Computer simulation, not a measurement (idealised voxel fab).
This is a process module. Its name is voxel transistor to metal.
175 nm wide, 5 nm square cells: that's cross-section cut.
Cross-section, as written here: a square-cell grid given band by band from the top down, where a band holds one or more rows of cells. In this notation a band is specified by the heights of its top and bottom, in that order and in nm, after which its materials appear from left to right, each paired with its width in nm. The word "edge to edge" attached to a single material means that material fills the band from edge to edge; the word "air" stands for empty space. Measure heights from 0. That's the level where, below it, the as-received wafer is all one material. The lowest band is bottomless and extends downward; write it as in "z 0 and below". Width: "30..40" (first number = top row, second number = bottom row, same change from row to row of cells). The cross-section has no changed cell in any step marked "no change occurred". Under "Enclosed void listing" you'll find the enclosed gaps, the ones with no way out to the top, that are 8 cells or bigger; each reads width x height at distance, with distance counted from the left edge, everything in nm. Step line, after settings: the simulator's comment on this step. "overlay nm", when on a step's line for a step with a mask, measures how far to the right of its planned place the mask lay; a negative measure means to the left.
Listed below are the process steps as planned:
- 1: RECEIVE, material Si
- 2: OXIDIZE, depth nm 5
- 3: CONFORMAL_DEP, material SiN, thk nm 15
- 4: PATTERN, tone cover, mask id ACTIVE, material resist, width nm 135, thk nm 20, overlay nm 0
- 5: DIRECTIONAL_ETCH, etch materials SiN, depth nm 15
- 6: DIRECTIONAL_ETCH, etch materials SiO2, depth nm 5
- 7: DIRECTIONAL_ETCH, etch materials Si, depth nm 25
- 8: STRIP, etch materials resist
- 9: FILL_DEP, material SiO2, thk nm 15
- 10: CMP, height nm 15
- 11: SELECTIVE_ETCH, etch materials SiO2, depth nm 10
- 12: STRIP, etch materials SiN
- 13: SELECTIVE_ETCH, etch materials SiO2, depth nm 5
- 14: OXIDIZE, depth nm 5
- 15: DIRECTIONAL_DEP, material polySi, thk nm 30
- 16: DIRECTIONAL_DEP, material SiCN, thk nm 15
- 17: PATTERN, tone cover, mask id GATE, material resist, width nm 35, thk nm 20, overlay nm 0
- 18: DIRECTIONAL_ETCH, etch materials SiCN, depth nm 25
- 19: DIRECTIONAL_ETCH, etch materials polySi, depth nm 40
- 20: STRIP, etch materials resist
- 21: CONFORMAL_DEP, material SiO2, thk nm 5
- 22: DIRECTIONAL_ETCH, etch materials SiO2, depth nm 5
- 23: CONFORMAL_DEP, material SiN, thk nm 10
- 24: DIRECTIONAL_ETCH, etch materials SiN, depth nm 10
- 25: DIRECTIONAL_ETCH, etch materials SiO2, depth nm 5
- 26: DIRECTIONAL_ETCH, etch materials Si, depth nm 15
- 27: EPI, material nSi, thk nm 15
- 28: FILL_DEP, material SiO2, thk nm 5
- 29: CMP, height nm 25
- 30: STRIP, etch materials polySi
- 31: SELECTIVE_ETCH, etch materials SiO2, depth nm 5
- 32: CONFORMAL_DEP, material HfO2, thk nm 5
- 33: CONFORMAL_DEP, material TiN, thk nm 5
- 34: FILL_DEP, material W, thk nm 5
- 35: CMP, height nm 20
- 36: DIRECTIONAL_DEP, material SiO2, thk nm 10
- 37: MASKED_ETCH, tone open, mask id CONTACT, width nm 20, pitch nm 95, etch materials SiO2, depth nm 25, overlay nm 0
- 38: CONFORMAL_DEP, material TiN, thk nm 5
- 39: FILL_DEP, material W, thk nm 10
- 40: CMP, height nm 30
- 41: DIRECTIONAL_DEP, material TiN, thk nm 5
- 42: DIRECTIONAL_DEP, material W, thk nm 15
- 43: DIRECTIONAL_DEP, material aC, thk nm 10
- 44: PATTERN, tone cover, mask id METAL_1, material resist, width nm 20, pitch nm 95, thk nm 30, overlay nm 0
- 45: DIRECTIONAL_ETCH, etch materials aC, depth nm 10
- 46: STRIP, etch materials resist
- 47: DIRECTIONAL_ETCH, etch materials W, depth nm 15
- 48: DIRECTIONAL_ETCH, etch materials TiN, depth nm 5
- 49: STRIP, etch materials aC
- 50: CONFORMAL_DEP, material SiCN, thk nm 5
- 51: FILL_DEP, material lowk, thk nm 10
- 52: CMP, height nm 50
- 53: CONFORMAL_DEP, material SiCN, thk nm 5
Cross-section of the wafer as it came to us, i.e., already through step 1:
	z 0 and below  Si edge to edge
	Enclosed void listing: none
First of two wafers: cross-section at end of module, run per plan:
	z 55 to 50  SiCN edge to edge
	z 50 to 35  lowk=25 / SiCN=5 / W=20 / SiCN=5 / lowk=65 / SiCN=5 / W=20 / SiCN=5 / lowk=25
	z 35 to 30  SiCN=30 / TiN=20 / SiCN=75 / TiN=20 / SiCN=30
	z 30 to 20  SiO2=30 / TiN=5 / W=10 / TiN=5 / SiO2=75 / TiN=5 / W=10 / TiN=5 / SiO2=30
	z 20 to 10  SiO2=30 / TiN=5 / W=10 / TiN=5 / SiO2=5 / SiN=10 / HfO2=5 / TiN=5 / W=25 / TiN=5 / HfO2=5 / SiN=10 / SiO2=5 / TiN=5 / W=10 / TiN=5 / SiO2=30
	z 10 to 5  SiO2=30 / TiN=20 / SiO2=5 / SiN=10 / HfO2=5 / TiN=5 / W=25 / TiN=5 / HfO2=5 / SiN=10 / SiO2=5 / TiN=20 / SiO2=30
	z 5 to 0  SiO2=25 / nSi=30 / SiN=10 / HfO2=5 / TiN=5 / W=25 / TiN=5 / HfO2=5 / SiN=10 / nSi=30 / SiO2=25
	z 0 to -5  SiO2=20 / SiN=10 / nSi=25 / SiN=10 / HfO2=5 / TiN=35 / HfO2=5 / SiN=10 / nSi=25 / SiN=10 / SiO2=20
	z -5 to -10  SiO2=30 / nSi=25 / SiO2=10 / HfO2=45 / SiO2=10 / nSi=25 / SiO2=30
	z -10 to -25  SiO2=20 / Si=10 / nSi=25 / Si=65 / nSi=25 / Si=10 / SiO2=20
	z -25 to -30  SiO2=20 / Si=135 / SiO2=20
	z -30 and below  Si edge to edge
	Enclosed void listing: none
Here is the second of the two wafers cut open at the end of the module - same start, same plan as the first one, but we made one mistake running it:
	z 55 to 50  SiCN edge to edge
	z 50 to 35  lowk=25 / SiCN=5 / W=20 / SiCN=5 / lowk=65 / SiCN=5 / W=20 / SiCN=5 / lowk=25
	z 35 to 30  SiCN=30 / TiN=20 / SiCN=75 / TiN=20 / SiCN=30
	z 30 to 20  SiO2=30 / TiN=5 / W=10 / TiN=5 / SiO2=75 / TiN=5 / W=10 / TiN=5 / SiO2=30
	z 20 to 10  SiO2=30 / TiN=5 / W=10 / TiN=5 / SiO2=5 / SiN=10 / HfO2=5 / TiN=5 / W=25 / TiN=5 / HfO2=5 / SiN=10 / SiO2=5 / TiN=5 / W=10 / TiN=5 / SiO2=30
	z 10 to 5  SiO2=30 / TiN=20 / SiO2=5 / SiN=10 / HfO2=5 / TiN=5 / W=25 / TiN=5 / HfO2=5 / SiN=10 / SiO2=5 / TiN=20 / SiO2=30
	z 5 to 0  SiO2=25 / nSi=30 / SiN=10 / HfO2=5 / TiN=5 / W=25 / TiN=5 / HfO2=5 / SiN=10 / nSi=30 / SiO2=25
	z 0 to -5  SiO2=20 / SiN=10 / nSi=25 / SiN=10 / HfO2=5 / TiN=35 / HfO2=5 / SiN=10 / nSi=25 / SiN=10 / SiO2=20
	z -5 to -10  SiO2=30 / nSi=25 / SiO2=10 / HfO2=45 / SiO2=10 / nSi=25 / SiO2=30
	z -10 to -25  SiO2=20 / Si=10 / nSi=25 / Si=65 / nSi=25 / Si=10 / SiO2=20
	z -25 to -55  SiO2=20 / Si=135 / SiO2=20
	z -55 and below  Si edge to edge
	Enclosed void listing: none
what went wrong: plan step 7 ran twice
Final wafer comparison in cells, second versus first, more or fewer per material: -40 Si, +40 SiO2
